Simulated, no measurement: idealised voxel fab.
You're looking at the process module voxel self aligned vias.
Section cut is 295 nm wide and gridded with 5 nm square cells.
Heads up, the way a cross-section reads in here is a grid of square cells, handed over as bands from the top down, with every band being one or more rows of cells.
Top, bottom (nm), then materials left to right with widths (nm); lone material tagged "throughout" fills the whole band edge to edge; "air" = empty space.
The level at which height equals 0 is the one under which the wafer, as it arrives, is entirely one material. No lower edge exists for the bottom band, which continues downward and is notated as in "from 0 down".
Read "30..40" as a graded width: first number on top, second number at the bottom, same change between each pair of neighbouring rows.
Reading "nothing changed" for a step: not a cell of the cross-section changed in it.
Look at "Non-vented voids" for the closed voids: empty spaces with no open path to the top, sized 8 cells or up. Each is width x height at distance, distance from the left edge, all nm.
Note: text after step settings on the step line = simulator remark on that step.
The setting "overlay nm" may be written on the line of a step. When the step uses a mask, the value reports how far to the right of the planned place the mask lay, and a negative value reports that it lay to the left.

BELOW IS THE LIST OF PLANNED PROCESS STEPS
1) RECEIVE [material Si]
2) CONFORMAL_DEP [material SiO2] [thk nm 10]
3) CONFORMAL_DEP [material SiCN] [thk nm 5]
4) DIRECTIONAL_DEP [material lowk] [thk nm 30]
5) DIRECTIONAL_DEP [material aC] [thk nm 10]
6) PATTERN [tone open] [mask id LINES] [material resist] [width nm 20] [pitch nm 55] [thk nm 25] [overlay nm 0]
7) DIRECTIONAL_ETCH [etch materials aC] [depth nm 10]
8) STRIP [etch materials resist]
9) DIRECTIONAL_ETCH [etch materials lowk] [depth nm 30]
10) STRIP [etch materials aC]
11) CONFORMAL_DEP [material TiN] [thk nm 5]
12) FILL_DEP [material Ru] [thk nm 5]
13) CMP [height nm 45]
14) SELECTIVE_ETCH [etch materials W Ru TiN] [depth nm 5]
15) FILL_DEP [material SiN] [thk nm 5]
16) CMP [height nm 45]
17) DIRECTIONAL_DEP [material lowk] [thk nm 15]
18) DIRECTIONAL_DEP [material aC] [thk nm 15]
19) PATTERN [tone open] [mask id VIAS] [material resist] [width nm 30] [thk nm 30] [overlay nm 0]
20) DIRECTIONAL_ETCH [etch materials aC] [depth nm 15]
21) STRIP [etch materials resist]
22) DIRECTIONAL_ETCH [etch materials lowk] [depth nm 15]
23) DIRECTIONAL_ETCH [etch materials SiN] [depth nm 5]
24) STRIP [etch materials aC]
25) CONFORMAL_DEP [material TiN] [thk nm 5]
26) FILL_DEP [material Cu] [thk nm 5]
27) CMP [height nm 60]
28) CONFORMAL_DEP [material SiN] [thk nm 5]

BELOW: THE FIRST OF TWO WAFERS, RUN AS PLANNED

SHOWN IN CROSS-SECTION IS THE WAFER AS RECEIVED, THAT IS, AS IT STANDS AFTER STEP 1
	from 0 down | Si throughout
	Non-vented voids: none

THE WAFER, SEEN IN CROSS-SECTION, AFTER STEP 2
	from 10 to 0 | SiO2 throughout
	Heights below 0 show no change.

THE WAFER, SEEN IN CROSS-SECTION, AFTER STEP 3
	from 15 to 10 | SiCN throughout
	Heights below 10 show no change.

THE WAFER, SEEN IN CROSS-SECTION, AFTER STEP 4
	from 45 to 15 | lowk throughout
	Heights below 15 show no change.

THE WAFER, SEEN IN CROSS-SECTION, AFTER STEP 5
	from 55 to 45 | aC throughout
	Heights below 45 show no change.

THE WAFER, SEEN IN CROSS-SECTION, AFTER STEP 6
	from 80 to 55 | resist (110), then air (20), then resist (35), then air (20), then resist (110)
	Heights below 55 show no change.

THE WAFER, SEEN IN CROSS-SECTION, AFTER STEP 7
	from 70 to 55 | resist (110), then air (20), then resist (35), then air (20), then resist (110)
	from 55 to 45 | aC (110), then air (20), then aC (35), then air (20), then aC (110)
	Heights below 45 show no change.

THE WAFER, SEEN IN CROSS-SECTION, AFTER STEP 8
	from 55 to 45 | aC (110), then air (20), then aC (35), then air (20), then aC (110)
	Heights below 45 show no change.

THE WAFER, SEEN IN CROSS-SECTION, AFTER STEP 9
	from 55 to 45 | aC (110), then air (20), then aC (35), then air (20), then aC (110)
	from 45 to 15 | lowk (110), then air (20), then lowk (35), then air (20), then lowk (110)
	Heights below 15 show no change.

THE WAFER, SEEN IN CROSS-SECTION, AFTER STEP 10
	from 45 to 15 | lowk (110), then air (20), then lowk (35), then air (20), then lowk (110)
	Heights below 15 show no change.

THE WAFER, SEEN IN CROSS-SECTION, AFTER STEP 11
	from 50 to 45 | TiN (115), then air (10), then TiN (45), then air (10), then TiN (115)
	from 45 to 20 | lowk (110), then TiN (5), then air (10), then TiN (5), then lowk (35), then TiN (5), then air (10), then TiN (5), then lowk (110)
	from 20 to 15 | lowk (110), then TiN (20), then lowk (35), then TiN (20), then lowk (110)
	Heights below 15 show no change.

THE WAFER, SEEN IN CROSS-SECTION, AFTER STEP 12
	from 55 to 50 | Ru throughout
	from 50 to 45 | TiN (115), then Ru (10), then TiN (45), then Ru (10), then TiN (115)
	from 45 to 20 | lowk (110), then TiN (5), then Ru (10), then TiN (5), then lowk (35), then TiN (5), then Ru (10), then TiN (5), then lowk (110)
	Heights below 20 show no change.

THE WAFER, SEEN IN CROSS-SECTION, AFTER STEP 13
	from 45 to 20 | lowk (110), then TiN (5), then Ru (10), then TiN (5), then lowk (35), then TiN (5), then Ru (10), then TiN (5), then lowk (110)
	Heights below 20 show no change.

THE WAFER, SEEN IN CROSS-SECTION, AFTER STEP 14
	from 45 to 40 | lowk (110), then air (20), then lowk (35), then air (20), then lowk (110)
	Heights below 40 show no change.

THE WAFER, SEEN IN CROSS-SECTION, AFTER STEP 15
	from 50 to 45 | SiN throughout
	from 45 to 40 | lowk (110), then SiN (20), then lowk (35), then SiN (20), then lowk (110)
	Heights below 40 show no change.

THE WAFER, SEEN IN CROSS-SECTION, AFTER STEP 16
	from 45 to 40 | lowk (110), then SiN (20), then lowk (35), then SiN (20), then lowk (110)
	Heights below 40 show no change.

THE WAFER, SEEN IN CROSS-SECTION, AFTER STEP 17
	from 60 to 45 | lowk throughout
	Heights below 45 show no change.

THE WAFER, SEEN IN CROSS-SECTION, AFTER STEP 18
	from 75 to 60 | aC throughout
	Heights below 60 show no change.

THE WAFER, SEEN IN CROSS-SECTION, AFTER STEP 19
	from 105 to 75 | resist (105), then air (30), then resist (160)
	Heights below 75 show no change.

THE WAFER, SEEN IN CROSS-SECTION, AFTER STEP 20
	from 90 to 75 | resist (105), then air (30), then resist (160)
	from 75 to 60 | aC (105), then air (30), then aC (160)
	Heights below 60 show no change.

THE WAFER, SEEN IN CROSS-SECTION, AFTER STEP 21
	from 75 to 60 | aC (105), then air (30), then aC (160)
	Heights below 60 show no change.

THE WAFER, SEEN IN CROSS-SECTION, AFTER STEP 22
	from 75 to 60 | aC (105), then air (30), then aC (160)
	from 60 to 45 | lowk (105), then air (30), then lowk (160)
	Heights below 45 show no change.

THE WAFER, SEEN IN CROSS-SECTION, AFTER STEP 23
	from 75 to 60 | aC (105), then air (30), then aC (160)
	from 60 to 45 | lowk (105), then air (30), then lowk (160)
	from 45 to 40 | lowk (110), then air (20), then lowk (35), then SiN (20), then lowk (110)
	Heights below 40 show no change.

THE WAFER, SEEN IN CROSS-SECTION, AFTER STEP 24
	from 60 to 45 | lowk (105), then air (30), then lowk (160)
	Heights below 45 show no change.

THE WAFER, SEEN IN CROSS-SECTION, AFTER STEP 25
	from 65 to 60 | TiN (110), then air (20), then TiN (165)
	from 60 to 50 | lowk (105), then TiN (5), then air (20), then TiN (5), then lowk (160)
	from 50 to 45 | lowk (105), then TiN (10), then air (10), then TiN (10), then lowk (160)
	from 45 to 40 | lowk (110), then TiN (20), then lowk (35), then SiN (20), then lowk (110)
	Heights below 40 show no change.

THE WAFER, SEEN IN CROSS-SECTION, AFTER STEP 26
	from 70 to 65 | Cu throughout
	from 65 to 60 | TiN (110), then Cu (20), then TiN (165)
	from 60 to 50 | lowk (105), then TiN (5), then Cu (20), then TiN (5), then lowk (160)
	from 50 to 45 | lowk (105), then TiN (10), then Cu (10), then TiN (10), then lowk (160)
	Heights below 45 show no change.

THE WAFER, SEEN IN CROSS-SECTION, AFTER STEP 27
	from 60 to 50 | lowk (105), then TiN (5), then Cu (20), then TiN (5), then lowk (160)
	Heights below 50 show no change.

THE WAFER, SEEN IN CROSS-SECTION, AFTER STEP 28
	from 65 to 60 | SiN throughout
	Heights below 60 show no change.

WAFER TWO. IDENTICAL START, IDENTICAL PLAN. ONE MISTAKE IN EXECUTION. IDENTICAL HISTORY THROUGH STEP 18

SECOND WAFER SHOWN IN CROSS-SECTION AT THE TIME STEP 19 WAS SLATED TO END
	from 105 to 75 | resist (100), then air (40), then resist (155)
	Heights below 75 show no change.

SECOND WAFER SHOWN IN CROSS-SECTION AT THE TIME STEP 20 WAS SLATED TO END
	from 90 to 75 | resist (100), then air (40), then resist (155)
	from 75 to 60 | aC (100), then air (40), then aC (155)
	Heights below 60 show no change.

SECOND WAFER SHOWN IN CROSS-SECTION AT THE TIME STEP 21 WAS SLATED TO END
	from 75 to 60 | aC (100), then air (40), then aC (155)
	Heights below 60 show no change.

SECOND WAFER SHOWN IN CROSS-SECTION AT THE TIME STEP 22 WAS SLATED TO END
	from 75 to 60 | aC (100), then air (40), then aC (155)
	from 60 to 45 | lowk (100), then air (40), then lowk (155)
	Heights below 45 show no change.

SECOND WAFER SHOWN IN CROSS-SECTION AT THE TIME STEP 23 WAS SLATED TO END
	from 75 to 60 | aC (100), then air (40), then aC (155)
	from 60 to 45 | lowk (100), then air (40), then lowk (155)
	from 45 to 40 | lowk (110), then air (20), then lowk (35), then SiN (20), then lowk (110)
	Heights below 40 show no change.

SECOND WAFER SHOWN IN CROSS-SECTION AT THE TIME STEP 24 WAS SLATED TO END
	from 60 to 45 | lowk (100), then air (40), then lowk (155)
	Heights below 45 show no change.

SECOND WAFER SHOWN IN CROSS-SECTION AT THE TIME STEP 25 WAS SLATED TO END
	from 65 to 60 | TiN (105), then air (30), then TiN (160)
	from 60 to 50 | lowk (100), then TiN (5), then air (30), then TiN (5), then lowk (155)
	from 50 to 45 | lowk (100), then TiN (15), then air (10), then TiN (15), then lowk (155)
	from 45 to 40 | lowk (110), then TiN (20), then lowk (35), then SiN (20), then lowk (110)
	Heights below 40 show no change.

SECOND WAFER SHOWN IN CROSS-SECTION AT THE TIME STEP 26 WAS SLATED TO END
	from 70 to 65 | Cu throughout
	from 65 to 60 | TiN (105), then Cu (30), then TiN (160)
	from 60 to 50 | lowk (100), then TiN (5), then Cu (30), then TiN (5), then lowk (155)
	from 50 to 45 | lowk (100), then TiN (15), then Cu (10), then TiN (15), then lowk (155)
	Heights below 45 show no change.

SECOND WAFER SHOWN IN CROSS-SECTION AT THE TIME STEP 27 WAS SLATED TO END
	from 60 to 50 | lowk (100), then TiN (5), then Cu (30), then TiN (5), then lowk (155)
	Heights below 50 show no change.

SECOND WAFER SHOWN IN CROSS-SECTION AT THE TIME STEP 28 WAS SLATED TO END
	from 65 to 60 | SiN throughout
	Heights below 60 show no change.
Here's what went sideways: step 19 was not run as planned; what actually ran was PATTERN [tone open] [mask id VIAS] [material resist] [width nm 40] [thk nm 30] [overlay nm 0]
Wafer comparison, final, in cells, second relative to first, materials more or fewer: Cu +4, TiN +2, lowk -6
